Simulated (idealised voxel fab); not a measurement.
Presented below is a process module, voxel wiring stack.
Section shown: cut. Width: 260 nm. Cell size: 5 nm, square.
How to read a cross-section here: the picture is a grid of square cells, written as bands going from the top down, and any band can span one or more rows of cells.
The band entry comprises the height of the band's top followed by the height of its bottom, expressed in nm, and subsequently the band's materials from left to right, each stated together with its width in nm. Where a single material is marked with the word "full width", that material fills the band from edge to edge. The word "air" represents empty space.
Where do heights start? At 0: under that level the wafer as delivered is made of one material only. And the lowest band has no floor; it just carries on downward, as in "0 -> down".
You'd read "30..40" like this: the band's top row of cells is as wide as the first number, its bottom row is as wide as the second, and going down, every row changes width by the same amount as the row before did.
No cell of the cross-section changed in a step that is given as "remains unaltered".
"Listed closed voids" lists enclosed empty spaces (at least 8 cells, no open path upward to the top), each as width x height at distance from the left edge, in nm.
Where a step's line continues beyond its settings, the continuation is a remark by the simulator itself on that step.
overlay nm: for a step with a mask, the amount by which the mask lay right of where it was planned; a negative amount means left of it.
## Planned process steps
step 1: RECEIVE,material Si
step 2: CONFORMAL_DEP,material SiO2,thk nm 15
step 3: CONFORMAL_DEP,material SiCN,thk nm 5
step 4: DIRECTIONAL_DEP,material lowk,thk nm 15
step 5: DIRECTIONAL_DEP,material aC,thk nm 10
step 6: PATTERN,tone open,mask id METAL_1,material resist,width nm 20,pitch nm 40,thk nm 25,overlay nm 0
step 7: DIRECTIONAL_ETCH,etch materials aC,depth nm 10
step 8: STRIP,etch materials resist
step 9: DIRECTIONAL_ETCH,etch materials lowk,depth nm 15
step 10: DIRECTIONAL_ETCH,etch materials SiCN,depth nm 5
step 11: STRIP,etch materials aC
step 12: CONFORMAL_DEP,material TiN,thk nm 5
step 13: FILL_DEP,material Cu,thk nm 5
step 14: CMP,height nm 35
step 15: EPI,material Ru,thk nm 5
step 16: FILL_DEP,material SiCN,thk nm 5
step 17: DIRECTIONAL_DEP,material SiO2,thk nm 15
step 18: DIRECTIONAL_DEP,material aC,thk nm 15
step 19: PATTERN,tone open,mask id PLUG_1,material resist,width nm 15,pitch nm 40,thk nm 30,overlay nm 0
step 20: DIRECTIONAL_ETCH,etch materials aC,depth nm 15
step 21: STRIP,etch materials resist
step 22: DIRECTIONAL_ETCH,etch materials SiO2,depth nm 15
step 23: DIRECTIONAL_ETCH,etch materials SiCN,depth nm 5
step 24: STRIP,etch materials aC
step 25: EPI,material Ru,thk nm 10
step 26: EPI,material Ru,thk nm 10
step 27: CONFORMAL_DEP,material SiCN,thk nm 5
step 28: DIRECTIONAL_DEP,material lowk,thk nm 20
step 29: PATTERN,tone open,mask id METAL_2,material resist,width nm 20,pitch nm 40,thk nm 15,overlay nm 0
step 30: DIRECTIONAL_ETCH,etch materials lowk,depth nm 20
step 31: DIRECTIONAL_ETCH,etch materials SiCN,depth nm 5
step 32: STRIP,etch materials resist
step 33: CONFORMAL_DEP,material TiN,thk nm 5
step 34: FILL_DEP,material W,thk nm 5
step 35: CMP,height nm 85
step 36: CONFORMAL_DEP,material SiCN,thk nm 5
step 37: DIRECTIONAL_DEP,material lowk,thk nm 30
step 38: MASKED_ETCH,tone open,mask id METAL_3,width nm 20,pitch nm 40,etch materials lowk,depth nm 15,overlay nm 0
step 39: MASKED_ETCH,tone open,mask id METAL_3_HOLES,width nm 15,pitch nm 40,etch materials lowk,depth nm 15,overlay nm 0
step 40: MASKED_ETCH,tone open,mask id METAL_3_HOLES,width nm 15,pitch nm 40,etch materials SiCN,depth nm 5,overlay nm 0
step 41: CONFORMAL_DEP,material TiN,thk nm 5
step 42: FILL_DEP,material Cu,thk nm 5
step 43: CMP,height nm 120
step 44: CONFORMAL_DEP,material SiCN,thk nm 5
step 45: DIRECTIONAL_DEP,material SiO2,thk nm 20
step 46: MASKED_ETCH,tone open,mask id PLUG_3,width nm 15,pitch nm 40,etch materials SiO2,depth nm 20,overlay nm 0
step 47: MASKED_ETCH,tone open,mask id PLUG_3,width nm 15,pitch nm 40,etch materials SiCN,depth nm 5,overlay nm 0
step 48: EPI,material Ru,thk nm 10
step 49: EPI,material Ru,thk nm 10
step 50: EPI,material Ru,thk nm 5
step 51: DIRECTIONAL_DEP,material TiN,thk nm 5
step 52: DIRECTIONAL_DEP,material W,thk nm 25
step 53: MASKED_ETCH,tone cover,mask id METAL_4,width nm 20,pitch nm 40,etch materials W,depth nm 25,overlay nm 0
step 54: MASKED_ETCH,tone cover,mask id METAL_4,width nm 20,pitch nm 40,etch materials TiN,depth nm 5,overlay nm 0
step 55: CONFORMAL_DEP,material SiCN,thk nm 5
step 56: FILL_DEP,material SiO2,thk nm 5
step 57: CMP,height nm 175
step 58: CONFORMAL_DEP,material SiCN,thk nm 5
## Cross-sectional view of the wafer in its as-received condition, corresponding to the state after step 1
* 0 -> down | Si full width
* Listed closed voids: none
## The first of the two wafers as seen in cross-section once the module was finished; processing followed the plan
* 180 -> 175 | SiCN full width
* 175 -> 150 | 75 SiO2; 5 SiCN; 20 W; 5 SiCN; 10 SiO2; 5 SiCN; 20 W; 5 SiCN; 10 SiO2; 5 SiCN; 20 W; 5 SiCN; 75 SiO2
* 150 -> 145 | 80 SiCN; 20 TiN; 20 SiCN; 20 TiN; 20 SiCN; 20 TiN; 80 SiCN
* 145 -> 125 | 80 SiO2; 15 Ru; 25 SiO2; 15 Ru; 25 SiO2; 15 Ru; 85 SiO2
* 125 -> 120 | 80 SiCN; 15 Ru; 25 SiCN; 15 Ru; 25 SiCN; 15 Ru; 85 SiCN
* 120 -> 110 | 80 lowk; 5 TiN; 10 Cu; 5 TiN; 20 lowk; 5 TiN; 10 Cu; 5 TiN; 20 lowk; 5 TiN; 10 Cu; 5 TiN; 80 lowk
* 110 -> 105 | 80 lowk; 5 TiN; 5 Cu; 10 TiN; 20 lowk; 5 TiN; 5 Cu; 10 TiN; 20 lowk; 5 TiN; 5 Cu; 10 TiN; 80 lowk
* 105 -> 90 | 80 lowk; 5 TiN; 5 Cu; 5 TiN; 25 lowk; 5 TiN; 5 Cu; 5 TiN; 25 lowk; 5 TiN; 5 Cu; 5 TiN; 85 lowk
* 90 -> 85 | 80 SiCN; 15 TiN; 25 SiCN; 15 TiN; 25 SiCN; 15 TiN; 85 SiCN
* 85 -> 65 | 80 lowk; 5 TiN; 10 W; 5 TiN; 20 lowk; 5 TiN; 10 W; 5 TiN; 20 lowk; 5 TiN; 10 W; 5 TiN; 80 lowk
* 65 -> 60 | 80 SiCN; 20 TiN; 20 SiCN; 20 TiN; 20 SiCN; 20 TiN; 80 SiCN
* 60 -> 45 | 80 SiO2; 15 Ru; 25 SiO2; 15 Ru; 25 SiO2; 15 Ru; 85 SiO2
* 45 -> 35 | 80..75 SiCN; 15..30 Ru; 25..10 SiCN; 15..30 Ru; 25..10 SiCN; 15..30 Ru; 85..75 SiCN
* 35 -> 20 | 80 lowk; 5 TiN; 10 Cu; 5 TiN; 20 lowk; 5 TiN; 10 Cu; 5 TiN; 20 lowk; 5 TiN; 10 Cu; 5 TiN; 80 lowk
* 20 -> 15 | 80 SiCN; 20 TiN; 20 SiCN; 20 TiN; 20 SiCN; 20 TiN; 80 SiCN
* 15 -> 0 | SiO2 full width
* 0 -> down | Si full width
* Listed closed voids: none
## Cross-section, second wafer: same start as the first, same plan as the first, one mistake in running it; taken at the end of the module
* 180 -> 175 | SiCN full width
* 175 -> 150 | 75 SiO2; 5 SiCN; 20 W; 5 SiCN; 10 SiO2; 5 SiCN; 20 W; 5 SiCN; 10 SiO2; 5 SiCN; 20 W; 5 SiCN; 75 SiO2
* 150 -> 145 | 80 SiCN; 20 TiN; 20 SiCN; 20 TiN; 20 SiCN; 20 TiN; 80 SiCN
* 145 -> 125 | 80 SiO2; 15 Ru; 25 SiO2; 15 Ru; 25 SiO2; 15 Ru; 85 SiO2
* 125 -> 120 | 80 SiCN; 15 Ru; 25 SiCN; 15 Ru; 25 SiCN; 15 Ru; 85 SiCN
* 120 -> 110 | 80 lowk; 5 TiN; 10 Cu; 5 TiN; 20 lowk; 5 TiN; 10 Cu; 5 TiN; 20 lowk; 5 TiN; 10 Cu; 5 TiN; 80 lowk
* 110 -> 105 | 80 lowk; 5 TiN; 5 Cu; 10 TiN; 20 lowk; 5 TiN; 5 Cu; 10 TiN; 20 lowk; 5 TiN; 5 Cu; 10 TiN; 80 lowk
* 105 -> 90 | 80 lowk; 5 TiN; 5 Cu; 5 TiN; 25 lowk; 5 TiN; 5 Cu; 5 TiN; 25 lowk; 5 TiN; 5 Cu; 5 TiN; 85 lowk
* 90 -> 85 | 80 SiCN; 15 TiN; 25 SiCN; 15 TiN; 25 SiCN; 15 TiN; 85 SiCN
* 85 -> 65 | 80 lowk; 5 TiN; 10 W; 5 TiN; 20 lowk; 5 TiN; 10 W; 5 TiN; 20 lowk; 5 TiN; 10 W; 5 TiN; 80 lowk
* 65 -> 60 | 80 SiCN; 20 TiN; 20 SiCN; 20 TiN; 20 SiCN; 20 TiN; 80 SiCN
* 60 -> 45 | 80 SiO2; 15 Ru; 25 SiO2; 15 Ru; 25 SiO2; 15 Ru; 85 SiO2
* 45 -> 35 | 80..75 SiCN; 15..30 Ru; 25..10 SiCN; 15..30 Ru; 25..10 SiCN; 15..30 Ru; 85..75 SiCN
* 35 -> 30 | 80 SiCN; 20 TiN; 20 SiCN; 20 TiN; 20 SiCN; 20 TiN; 80 SiCN
* 30 -> 15 | lowk full width
* 15 -> 0 | SiO2 full width
* 0 -> down | Si full width
* Listed closed voids: none
Deviation from plan: a sequencing error occurred in which plan steps 3 and 4 were transposed
Final wafer comparison in cells, second versus first, more or fewer per material: Cu -18 | TiN -18 | lowk +36
